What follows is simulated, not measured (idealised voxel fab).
Title: Process Module voxel wiring stack
Cross-section cut spans 240 nm and uses square cells 5 nm in size.
A cross-section is a grid of square cells, given in bands from the top down. A band is one or more rows of cells. A band entry consists of two parts. The first gives the height of the band's top and the height of its bottom, in nm. The rest lists the band's materials from left to right, each with its width in nm. A single material labelled with the word "full width" fills the band from edge to edge, and the word "air" marks empty space. We count height from 0. Below that, the starting wafer is all one material. The lowest band never ends at the bottom but goes on down; see "0..down" for how that is written. Per-row width for "30 to 40": begins at first number (top row of band), ends at second number (bottom row), increment between rows held constant. Basically "nothing different" means that step didn't change any cell in the cross-section. Look at "Sealed-off cavities" for the closed voids: empty spaces with no open path to the top, sized 8 cells or up. Each is width x height at distance, distance from the left edge, all nm. Read whatever lies past the settings on a step's line as the simulator's own remark about the step. The setting "overlay nm" may be written on the line of a step. When the step uses a mask, the value reports how far to the right of the planned place the mask lay, and a negative value reports that it lay to the left.

Process steps foreseen in the plan
1. RECEIVE (material Si)
2. CONFORMAL_DEP (material SiO2; thk nm 10)
3. DIRECTIONAL_DEP (material TiN; thk nm 5)
4. DIRECTIONAL_DEP (material Ru; thk nm 15)
5. DIRECTIONAL_DEP (material aC; thk nm 10)
6. PATTERN (tone cover; mask id METAL_1; material resist; width nm 20; pitch nm 50; thk nm 30; overlay nm 0)
7. DIRECTIONAL_ETCH (etch materials aC; depth nm 10)
8. STRIP (etch materials resist)
9. DIRECTIONAL_ETCH (etch materials Ru; depth nm 15)
10. DIRECTIONAL_ETCH (etch materials TiN; depth nm 5)
11. STRIP (etch materials aC)
12. CONFORMAL_DEP (material SiN; thk nm 5)
13. FILL_DEP (material SiO2; thk nm 10)
14. CMP (height nm 30)
15. CONFORMAL_DEP (material SiCN; thk nm 5)
16. DIRECTIONAL_DEP (material lowk; thk nm 10)
17. PATTERN (tone open; mask id PLUG_1; material resist; width nm 15; pitch nm 50; thk nm 15; overlay nm 0)
18. DIRECTIONAL_ETCH (etch materials lowk; depth nm 10)
19. DIRECTIONAL_ETCH (etch materials SiCN; depth nm 5)
20. STRIP (etch materials resist)
21. EPI (material Ru; thk nm 10)
22. EPI (material Ru; thk nm 5)
23. CONFORMAL_DEP (material SiN; thk nm 5)
24. DIRECTIONAL_DEP (material SiO2; thk nm 20)
25. PATTERN (tone open; mask id METAL_2; material resist; width nm 20; pitch nm 50; thk nm 15; overlay nm 0)
26. DIRECTIONAL_ETCH (etch materials SiO2; depth nm 20)
27. DIRECTIONAL_ETCH (etch materials SiN; depth nm 5)
28. STRIP (etch materials resist)
29. CONFORMAL_DEP (material TiN; thk nm 5)
30. FILL_DEP (material Cu; thk nm 5)
31. CMP (height nm 70)
32. EPI (material Ru; thk nm 5)
33. FILL_DEP (material SiCN; thk nm 5)
34. DIRECTIONAL_DEP (material SiO2; thk nm 15)
35. MASKED_ETCH (tone open; mask id PLUG_2; width nm 15; pitch nm 50; etch materials SiO2; depth nm 15; overlay nm 0)
36. MASKED_ETCH (tone open; mask id PLUG_2; width nm 15; pitch nm 50; etch materials SiCN; depth nm 5; overlay nm 0)
37. EPI (material Ru; thk nm 10)
38. EPI (material Ru; thk nm 10)
39. DIRECTIONAL_DEP (material TiN; thk nm 5)
40. DIRECTIONAL_DEP (material Ru; thk nm 25)
41. MASKED_ETCH (tone cover; mask id METAL_3; width nm 20; pitch nm 50; etch materials Ru; depth nm 25; overlay nm 0)
42. MASKED_ETCH (tone cover; mask id METAL_3; width nm 20; pitch nm 50; etch materials TiN; depth nm 5; overlay nm 0)
43. FILL_DEP (material lowk; thk nm 5)
44. CMP (height nm 125)
45. CONFORMAL_DEP (material SiN; thk nm 5)

Of two wafers, the first: run according to plan

This is the cross-section of the wafer as we received it, i.e. after step 1
> 0..down: Si full width
> Sealed-off cavities: none

After step 2, in cross-section
> 10..0: SiO2 full width
> Whatever lies below 0 is exactly as it was before.

After step 3, in cross-section
> 15..10: TiN full width
> Whatever lies below 10 is exactly as it was before.

After step 4, in cross-section
> 30..15: Ru full width
> Whatever lies below 15 is exactly as it was before.

After step 5, in cross-section
> 40..30: aC full width
> Whatever lies below 30 is exactly as it was before.

After step 6, in cross-section
> 70..40: air 60 nm, then resist 20 nm, then air 30 nm, then resist 20 nm, then air 30 nm, then resist 20 nm, then air 60 nm
> Whatever lies below 40 is exactly as it was before.

After step 7, in cross-section
> 60..40: air 60 nm, then resist 20 nm, then air 30 nm, then resist 20 nm, then air 30 nm, then resist 20 nm, then air 60 nm
> 40..30: air 60 nm, then aC 20 nm, then air 30 nm, then aC 20 nm, then air 30 nm, then aC 20 nm, then air 60 nm
> Whatever lies below 30 is exactly as it was before.

After step 8, in cross-section
> 40..30: air 60 nm, then aC 20 nm, then air 30 nm, then aC 20 nm, then air 30 nm, then aC 20 nm, then air 60 nm
> Whatever lies below 30 is exactly as it was before.

After step 9, in cross-section
> 40..30: air 60 nm, then aC 20 nm, then air 30 nm, then aC 20 nm, then air 30 nm, then aC 20 nm, then air 60 nm
> 30..15: air 60 nm, then Ru 20 nm, then air 30 nm, then Ru 20 nm, then air 30 nm, then Ru 20 nm, then air 60 nm
> Whatever lies below 15 is exactly as it was before.

After step 10, in cross-section
> 40..30: air 60 nm, then aC 20 nm, then air 30 nm, then aC 20 nm, then air 30 nm, then aC 20 nm, then air 60 nm
> 30..15: air 60 nm, then Ru 20 nm, then air 30 nm, then Ru 20 nm, then air 30 nm, then Ru 20 nm, then air 60 nm
> 15..10: air 60 nm, then TiN 20 nm, then air 30 nm, then TiN 20 nm, then air 30 nm, then TiN 20 nm, then air 60 nm
> Whatever lies below 10 is exactly as it was before.

After step 11, in cross-section
> 30..15: air 60 nm, then Ru 20 nm, then air 30 nm, then Ru 20 nm, then air 30 nm, then Ru 20 nm, then air 60 nm
> Whatever lies below 15 is exactly as it was before.

After step 12, in cross-section
> 35..30: air 55 nm, then SiN 30 nm, then air 20 nm, then SiN 30 nm, then air 20 nm, then SiN 30 nm, then air 55 nm
> 30..15: air 55 nm, then SiN 5 nm, then Ru 20 nm, then SiN 5 nm, then air 20 nm, then SiN 5 nm, then Ru 20 nm, then SiN 5 nm, then air 20 nm, then SiN 5 nm, then Ru 20 nm, then SiN 5 nm, then air 55 nm
> 15..10: SiN 60 nm, then TiN 20 nm, then SiN 30 nm, then TiN 20 nm, then SiN 30 nm, then TiN 20 nm, then SiN 60 nm
> Whatever lies below 10 is exactly as it was before.

After step 13, in cross-section
> 45..35: SiO2 full width
> 35..30: SiO2 55 nm, then SiN 30 nm, then SiO2 20 nm, then SiN 30 nm, then SiO2 20 nm, then SiN 30 nm, then SiO2 55 nm
> 30..15: SiO2 55 nm, then SiN 5 nm, then Ru 20 nm, then SiN 5 nm, then SiO2 20 nm, then SiN 5 nm, then Ru 20 nm, then SiN 5 nm, then SiO2 20 nm, then SiN 5 nm, then Ru 20 nm, then SiN 5 nm, then SiO2 55 nm
> Whatever lies below 15 is exactly as it was before.

After step 14, in cross-section
> 30..15: SiO2 55 nm, then SiN 5 nm, then Ru 20 nm, then SiN 5 nm, then SiO2 20 nm, then SiN 5 nm, then Ru 20 nm, then SiN 5 nm, then SiO2 20 nm, then SiN 5 nm, then Ru 20 nm, then SiN 5 nm, then SiO2 55 nm
> Whatever lies below 15 is exactly as it was before.

After step 15, in cross-section
> 35..30: SiCN full width
> Whatever lies below 30 is exactly as it was before.

After step 16, in cross-section
> 45..35: lowk full width
> Whatever lies below 35 is exactly as it was before.

After step 17, in cross-section
> 60..45: resist 60 nm, then air 15 nm, then resist 35 nm, then air 15 nm, then resist 35 nm, then air 15 nm, then resist 65 nm
> Whatever lies below 45 is exactly as it was before.

After step 18, in cross-section
> 60..45: resist 60 nm, then air 15 nm, then resist 35 nm, then air 15 nm, then resist 35 nm, then air 15 nm, then resist 65 nm
> 45..35: lowk 60 nm, then air 15 nm, then lowk 35 nm, then air 15 nm, then lowk 35 nm, then air 15 nm, then lowk 65 nm
> Whatever lies below 35 is exactly as it was before.

After step 19, in cross-section
> 60..45: resist 60 nm, then air 15 nm, then resist 35 nm, then air 15 nm, then resist 35 nm, then air 15 nm, then resist 65 nm
> 45..35: lowk 60 nm, then air 15 nm, then lowk 35 nm, then air 15 nm, then lowk 35 nm, then air 15 nm, then lowk 65 nm
> 35..30: SiCN 60 nm, then air 15 nm, then SiCN 35 nm, then air 15 nm, then SiCN 35 nm, then air 15 nm, then SiCN 65 nm
> Whatever lies below 30 is exactly as it was before.

After step 20, in cross-section
> 45..35: lowk 60 nm, then air 15 nm, then lowk 35 nm, then air 15 nm, then lowk 35 nm, then air 15 nm, then lowk 65 nm
> Whatever lies below 35 is exactly as it was before.

After step 21, in cross-section
> 45..40: lowk 60 nm, then air 15 nm, then lowk 35 nm, then air 15 nm, then lowk 35 nm, then air 15 nm, then lowk 65 nm
> 40..35: lowk 60 nm, then Ru 15 nm, then lowk 35 nm, then Ru 15 nm, then lowk 35 nm, then Ru 15 nm, then lowk 65 nm
> 35..30: SiCN 60 nm, then Ru 15 nm, then SiCN 35 nm, then Ru 15 nm, then SiCN 35 nm, then Ru 15 nm, then SiCN 65 nm
> Whatever lies below 30 is exactly as it was before.

After step 22, in cross-section
> 45..35: lowk 60 nm, then Ru 15 nm, then lowk 35 nm, then Ru 15 nm, then lowk 35 nm, then Ru 15 nm, then lowk 65 nm
> Whatever lies below 35 is exactly as it was before.

After step 23, in cross-section
> 50..45: SiN full width
> Whatever lies below 45 is exactly as it was before.

After step 24, in cross-section
> 70..50: SiO2 full width
> Whatever lies below 50 is exactly as it was before.

After step 25, in cross-section
> 85..70: resist 60 nm, then air 20 nm, then resist 30 nm, then air 20 nm, then resist 30 nm, then air 20 nm, then resist 60 nm
> Whatever lies below 70 is exactly as it was before.

After step 26, in cross-section
> 85..70: resist 60 nm, then air 20 nm, then resist 30 nm, then air 20 nm, then resist 30 nm, then air 20 nm, then resist 60 nm
> 70..50: SiO2 60 nm, then air 20 nm, then SiO2 30 nm, then air 20 nm, then SiO2 30 nm, then air 20 nm, then SiO2 60 nm
> Whatever lies below 50 is exactly as it was before.

After step 27, in cross-section
> 85..70: resist 60 nm, then air 20 nm, then resist 30 nm, then air 20 nm, then resist 30 nm, then air 20 nm, then resist 60 nm
> 70..50: SiO2 60 nm, then air 20 nm, then SiO2 30 nm, then air 20 nm, then SiO2 30 nm, then air 20 nm, then SiO2 60 nm
> 50..45: SiN 60 nm, then air 20 nm, then SiN 30 nm, then air 20 nm, then SiN 30 nm, then air 20 nm, then SiN 60 nm
> Whatever lies below 45 is exactly as it was before.

After step 28, in cross-section
> 70..50: SiO2 60 nm, then air 20 nm, then SiO2 30 nm, then air 20 nm, then SiO2 30 nm, then air 20 nm, then SiO2 60 nm
> Whatever lies below 50 is exactly as it was before.

After step 29, in cross-section
> 75..70: TiN 65 nm, then air 10 nm, then TiN 40 nm, then air 10 nm, then TiN 40 nm, then air 10 nm, then TiN 65 nm
> 70..50: SiO2 60 nm, then TiN 5 nm, then air 10 nm, then TiN 5 nm, then SiO2 30 nm, then TiN 5 nm, then air 10 nm, then TiN 5 nm, then SiO2 30 nm, then TiN 5 nm, then air 10 nm, then TiN 5 nm, then SiO2 60 nm
> 50..45: SiN 60 nm, then TiN 20 nm, then SiN 30 nm, then TiN 20 nm, then SiN 30 nm, then TiN 20 nm, then SiN 60 nm
> Whatever lies below 45 is exactly as it was before.

After step 30, in cross-section
> 80..75: Cu full width
> 75..70: TiN 65 nm, then Cu 10 nm, then TiN 40 nm, then Cu 10 nm, then TiN 40 nm, then Cu 10 nm, then TiN 65 nm
> 70..50: SiO2 60 nm, then TiN 5 nm, then Cu 10 nm, then TiN 5 nm, then SiO2 30 nm, then TiN 5 nm, then Cu 10 nm, then TiN 5 nm, then SiO2 30 nm, then TiN 5 nm, then Cu 10 nm, then TiN 5 nm, then SiO2 60 nm
> Whatever lies below 50 is exactly as it was before.

After step 31, in cross-section
> 70..50: SiO2 60 nm, then TiN 5 nm, then Cu 10 nm, then TiN 5 nm, then SiO2 30 nm, then TiN 5 nm, then Cu 10 nm, then TiN 5 nm, then SiO2 30 nm, then TiN 5 nm, then Cu 10 nm, then TiN 5 nm, then SiO2 60 nm
> Whatever lies below 50 is exactly as it was before.

After step 32, in cross-section
> 75..70: air 55 nm, then Ru 30 nm, then air 20 nm, then Ru 30 nm, then air 20 nm, then Ru 30 nm, then air 55 nm
> Whatever lies below 70 is exactly as it was before.

After step 33, in cross-section
> 80..75: SiCN full width
> 75..70: SiCN 55 nm, then Ru 30 nm, then SiCN 20 nm, then Ru 30 nm, then SiCN 20 nm, then Ru 30 nm, then SiCN 55 nm
> Whatever lies below 70 is exactly as it was before.

After step 34, in cross-section
> 95..80: SiO2 full width
> Whatever lies below 80 is exactly as it was before.

After step 35, in cross-section
> 95..80: SiO2 60 nm, then air 15 nm, then SiO2 35 nm, then air 15 nm, then SiO2 35 nm, then air 15 nm, then SiO2 65 nm
> Whatever lies below 80 is exactly as it was before.

After step 36, in cross-section
> 95..80: SiO2 60 nm, then air 15 nm, then SiO2 35 nm, then air 15 nm, then SiO2 35 nm, then air 15 nm, then SiO2 65 nm
> 80..75: SiCN 60 nm, then air 15 nm, then SiCN 35 nm, then air 15 nm, then SiCN 35 nm, then air 15 nm, then SiCN 65 nm
> Whatever lies below 75 is exactly as it was before.

After step 37, in cross-section
> 95..85: SiO2 60 nm, then air 15 nm, then SiO2 35 nm, then air 15 nm, then SiO2 35 nm, then air 15 nm, then SiO2 65 nm
> 85..80: SiO2 60 nm, then Ru 15 nm, then SiO2 35 nm, then Ru 15 nm, then SiO2 35 nm, then Ru 15 nm, then SiO2 65 nm
> 80..70: SiCN 60 to 55 nm, then Ru 15 to 30 nm, then SiCN 35 to 20 nm, then Ru 15 to 30 nm, then SiCN 35 to 20 nm, then Ru 15 to 30 nm, then SiCN 65 to 55 nm
> Whatever lies below 70 is exactly as it was before.

After step 38, in cross-section
> 95..80: SiO2 60 nm, then Ru 15 nm, then SiO2 35 nm, then Ru 15 nm, then SiO2 35 nm, then Ru 15 nm, then SiO2 65 nm
> Whatever lies below 80 is exactly as it was before.

After step 39, in cross-section
> 100..95: TiN full width
> Whatever lies below 95 is exactly as it was before.

After step 40, in cross-section
> 125..100: Ru full width
> Whatever lies below 100 is exactly as it was before.

After step 41, in cross-section
> 125..100: air 60 nm, then Ru 20 nm, then air 30 nm, then Ru 20 nm, then air 30 nm, then Ru 20 nm, then air 60 nm
> Whatever lies below 100 is exactly as it was before.

After step 42, in cross-section
> 125..100: air 60 nm, then Ru 20 nm, then air 30 nm, then Ru 20 nm, then air 30 nm, then Ru 20 nm, then air 60 nm
> 100..95: air 60 nm, then TiN 20 nm, then air 30 nm, then TiN 20 nm, then air 30 nm, then TiN 20 nm, then air 60 nm
> Whatever lies below 95 is exactly as it was before.

After step 43, in cross-section
> 130..125: lowk full width
> 125..100: lowk 60 nm, then Ru 20 nm, then lowk 30 nm, then Ru 20 nm, then lowk 30 nm, then Ru 20 nm, then lowk 60 nm
> 100..95: lowk 60 nm, then TiN 20 nm, then lowk 30 nm, then TiN 20 nm, then lowk 30 nm, then TiN 20 nm, then lowk 60 nm
> Whatever lies below 95 is exactly as it was before.

After step 44, in cross-section
> 125..100: lowk 60 nm, then Ru 20 nm, then lowk 30 nm, then Ru 20 nm, then lowk 30 nm, then Ru 20 nm, then lowk 60 nm
> Whatever lies below 100 is exactly as it was before.

After step 45, in cross-section
> 130..125: SiN full width
> Whatever lies below 125 is exactly as it was before.

Second of two: same start, same plan, one run error; steps up to and including 24 match the first

Cross-sectional representation of the second wafer at the time designated in the plan for the completion of step 25
> 85..70: resist 50 nm, then air 20 nm, then resist 30 nm, then air 20 nm, then resist 30 nm, then air 20 nm, then resist 70 nm
> Whatever lies below 70 is exactly as it was before.

Cross-sectional representation of the second wafer at the time designated in the plan for the completion of step 26
> 85..70: resist 50 nm, then air 20 nm, then resist 30 nm, then air 20 nm, then resist 30 nm, then air 20 nm, then resist 70 nm
> 70..50: SiO2 50 nm, then air 20 nm, then SiO2 30 nm, then air 20 nm, then SiO2 30 nm, then air 20 nm, then SiO2 70 nm
> Whatever lies below 50 is exactly as it was before.

Cross-sectional representation of the second wafer at the time designated in the plan for the completion of step 27
> 85..70: resist 50 nm, then air 20 nm, then resist 30 nm, then air 20 nm, then resist 30 nm, then air 20 nm, then resist 70 nm
> 70..50: SiO2 50 nm, then air 20 nm, then SiO2 30 nm, then air 20 nm, then SiO2 30 nm, then air 20 nm, then SiO2 70 nm
> 50..45: SiN 50 nm, then air 20 nm, then SiN 30 nm, then air 20 nm, then SiN 30 nm, then air 20 nm, then SiN 70 nm
> Whatever lies below 45 is exactly as it was before.

Cross-sectional representation of the second wafer at the time designated in the plan for the completion of step 28
> 70..50: SiO2 50 nm, then air 20 nm, then SiO2 30 nm, then air 20 nm, then SiO2 30 nm, then air 20 nm, then SiO2 70 nm
> Whatever lies below 50 is exactly as it was before.

Cross-sectional representation of the second wafer at the time designated in the plan for the completion of step 29
> 75..70: TiN 55 nm, then air 10 nm, then TiN 40 nm, then air 10 nm, then TiN 40 nm, then air 10 nm, then TiN 75 nm
> 70..50: SiO2 50 nm, then TiN 5 nm, then air 10 nm, then TiN 5 nm, then SiO2 30 nm, then TiN 5 nm, then air 10 nm, then TiN 5 nm, then SiO2 30 nm, then TiN 5 nm, then air 10 nm, then TiN 5 nm, then SiO2 70 nm
> 50..45: SiN 50 nm, then TiN 20 nm, then SiN 30 nm, then TiN 20 nm, then SiN 30 nm, then TiN 20 nm, then SiN 70 nm
> Whatever lies below 45 is exactly as it was before.

Cross-sectional representation of the second wafer at the time designated in the plan for the completion of step 30
> 80..75: Cu full width
> 75..70: TiN 55 nm, then Cu 10 nm, then TiN 40 nm, then Cu 10 nm, then TiN 40 nm, then Cu 10 nm, then TiN 75 nm
> 70..50: SiO2 50 nm, then TiN 5 nm, then Cu 10 nm, then TiN 5 nm, then SiO2 30 nm, then TiN 5 nm, then Cu 10 nm, then TiN 5 nm, then SiO2 30 nm, then TiN 5 nm, then Cu 10 nm, then TiN 5 nm, then SiO2 70 nm
> Whatever lies below 50 is exactly as it was before.

Cross-sectional representation of the second wafer at the time designated in the plan for the completion of step 31
> 70..50: SiO2 50 nm, then TiN 5 nm, then Cu 10 nm, then TiN 5 nm, then SiO2 30 nm, then TiN 5 nm, then Cu 10 nm, then TiN 5 nm, then SiO2 30 nm, then TiN 5 nm, then Cu 10 nm, then TiN 5 nm, then SiO2 70 nm
> Whatever lies below 50 is exactly as it was before.

Cross-sectional representation of the second wafer at the time designated in the plan for the completion of step 32
> 75..70: air 45 nm, then Ru 30 nm, then air 20 nm, then Ru 30 nm, then air 20 nm, then Ru 30 nm, then air 65 nm
> Whatever lies below 70 is exactly as it was before.

Cross-sectional representation of the second wafer at the time designated in the plan for the completion of step 33
> 80..75: SiCN full width
> 75..70: SiCN 45 nm, then Ru 30 nm, then SiCN 20 nm, then Ru 30 nm, then SiCN 20 nm, then Ru 30 nm, then SiCN 65 nm
> Whatever lies below 70 is exactly as it was before.

Cross-sectional representation of the second wafer at the time designated in the plan for the completion of step 34
> 95..80: SiO2 full width
> Whatever lies below 80 is exactly as it was before.

Cross-sectional representation of the second wafer at the time designated in the plan for the completion of step 35
> 95..80: SiO2 60 nm, then air 15 nm, then SiO2 35 nm, then air 15 nm, then SiO2 35 nm, then air 15 nm, then SiO2 65 nm
> Whatever lies below 80 is exactly as it was before.

Cross-sectional representation of the second wafer at the time designated in the plan for the completion of step 36
> 95..80: SiO2 60 nm, then air 15 nm, then SiO2 35 nm, then air 15 nm, then SiO2 35 nm, then air 15 nm, then SiO2 65 nm
> 80..75: SiCN 60 nm, then air 15 nm, then SiCN 35 nm, then air 15 nm, then SiCN 35 nm, then air 15 nm, then SiCN 65 nm
> Whatever lies below 75 is exactly as it was before.

Cross-sectional representation of the second wafer at the time designated in the plan for the completion of step 37
> 95..85: SiO2 60 nm, then air 15 nm, then SiO2 35 nm, then air 15 nm, then SiO2 35 nm, then air 15 nm, then SiO2 65 nm
> 85..80: SiO2 60 nm, then Ru 15 nm, then SiO2 35 nm, then Ru 15 nm, then SiO2 35 nm, then Ru 15 nm, then SiO2 65 nm
> 80..70: SiCN 60 to 45 nm, then Ru 15 to 30 nm, then SiCN 35 to 20 nm, then Ru 15 to 30 nm, then SiCN 35 to 20 nm, then Ru 15 to 30 nm, then SiCN 65 nm
> Whatever lies below 70 is exactly as it was before.

Cross-sectional representation of the second wafer at the time designated in the plan for the completion of step 38
> 95..80: SiO2 60 nm, then Ru 15 nm, then SiO2 35 nm, then Ru 15 nm, then SiO2 35 nm, then Ru 15 nm, then SiO2 65 nm
> Whatever lies below 80 is exactly as it was before.

Cross-sectional representation of the second wafer at the time designated in the plan for the completion of step 39
> 100..95: TiN full width
> Whatever lies below 95 is exactly as it was before.

Cross-sectional representation of the second wafer at the time designated in the plan for the completion of step 40
> 125..100: Ru full width
> Whatever lies below 100 is exactly as it was before.

Cross-sectional representation of the second wafer at the time designated in the plan for the completion of step 41
> 125..100: air 60 nm, then Ru 20 nm, then air 30 nm, then Ru 20 nm, then air 30 nm, then Ru 20 nm, then air 60 nm
> Whatever lies below 100 is exactly as it was before.

Cross-sectional representation of the second wafer at the time designated in the plan for the completion of step 42
> 125..100: air 60 nm, then Ru 20 nm, then air 30 nm, then Ru 20 nm, then air 30 nm, then Ru 20 nm, then air 60 nm
> 100..95: air 60 nm, then TiN 20 nm, then air 30 nm, then TiN 20 nm, then air 30 nm, then TiN 20 nm, then air 60 nm
> Whatever lies below 95 is exactly as it was before.

Cross-sectional representation of the second wafer at the time designated in the plan for the completion of step 43
> 130..125: lowk full width
> 125..100: lowk 60 nm, then Ru 20 nm, then lowk 30 nm, then Ru 20 nm, then lowk 30 nm, then Ru 20 nm, then lowk 60 nm
> 100..95: lowk 60 nm, then TiN 20 nm, then lowk 30 nm, then TiN 20 nm, then lowk 30 nm, then TiN 20 nm, then lowk 60 nm
> Whatever lies below 95 is exactly as it was before.

Cross-sectional representation of the second wafer at the time designated in the plan for the completion of step 44
> 125..100: lowk 60 nm, then Ru 20 nm, then lowk 30 nm, then Ru 20 nm, then lowk 30 nm, then Ru 20 nm, then lowk 60 nm
> Whatever lies below 100 is exactly as it was before.

Cross-sectional representation of the second wafer at the time designated in the plan for the completion of step 45
> 130..125: SiN full width
> Whatever lies below 125 is exactly as it was before.
So what did we get wrong on this run? step 25 did not happen as planned, as run it was PATTERN (tone open; mask id METAL_2; material resist; width nm 20; pitch nm 50; thk nm 15; overlay nm -10)
Cell counts per material: same on both final wafers. Positions: different.
